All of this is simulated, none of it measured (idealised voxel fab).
The following is a process module called voxel released beams.
300 nm wide, 5 nm square cells: that's cross-section cut.
In this document a cross-section is written as a grid of square cells. It is given as a series of bands, listed from the top down, and a band is one or more rows of cells. Each band's line starts with the height of the band's top and of its bottom, in nm. Then come its materials from left to right, each with its width in nm. One material with "edge to edge" fills the band from edge to edge. "air" is empty space. A quick word on heights: they are counted from 0, and under that level the wafer as it came to us is one material throughout. The lowest band is different from the rest in having no bottom; it simply continues downward, written as in "0..down". Per-row width for "30..40": begins at first number (top row of band), ends at second number (bottom row), increment between rows held constant. "nothing was modified" means the step left every cell of the cross-section as it was. Empty spaces without an open route to the top, at least 8 cells in extent, make up the entry "Voids, sealed"; each is given as width x height at distance, where the distance is measured from the left edge, and all are in nm. Text after the settings on a step's line: the simulator's own remark on that step. What "overlay nm" on a step's line means: if the step has a mask, that mask lay this far to the right of its planned place, or, when the value is negative, to the left.

**So here's the lineup of process steps we planned**
1 op RECEIVE | material Si
2 op CONFORMAL_DEP | material Al2O3 | thk nm 10
3 op DIRECTIONAL_DEP | material SiO2 | thk nm 10
4 op DIRECTIONAL_DEP | material aC | thk nm 10
5 op PATTERN | tone open | mask id ANCHOR | material resist | width nm 40 | thk nm 25 | overlay nm 0
6 op DIRECTIONAL_ETCH | etch materials aC | depth nm 10
7 op STRIP | etch materials resist
8 op DIRECTIONAL_ETCH | etch materials SiO2 | depth nm 10
9 op STRIP | etch materials aC
10 op CONFORMAL_DEP | material SiN | thk nm 15
11 op DIRECTIONAL_DEP | material aC | thk nm 15
12 op PATTERN | tone cover | mask id BEAM | material resist | width nm 100 | thk nm 30 | overlay nm 0
13 op DIRECTIONAL_ETCH | etch materials aC | depth nm 15
14 op STRIP | etch materials resist
15 op DIRECTIONAL_ETCH | etch materials SiN | depth nm 15
16 op STRIP | etch materials aC
17 op STRIP | etch materials SiO2

**as received, after step 1**
* 0..down | Si edge to edge
* Voids, sealed: none

**Cross-section, end of module. Start: as above. Plan: as above. Execution: one mistake**
* 25..15 | air 95, SiN 20, air 10, SiN 70, air 105
* 15..10 | air 95, SiN 100, air 105
* 10..0 | air 100, SiN 40, air 160
* 0..down | Si edge to edge
* Voids, sealed: none
Diagnosis: the plan's step 2 was left out and never carried out
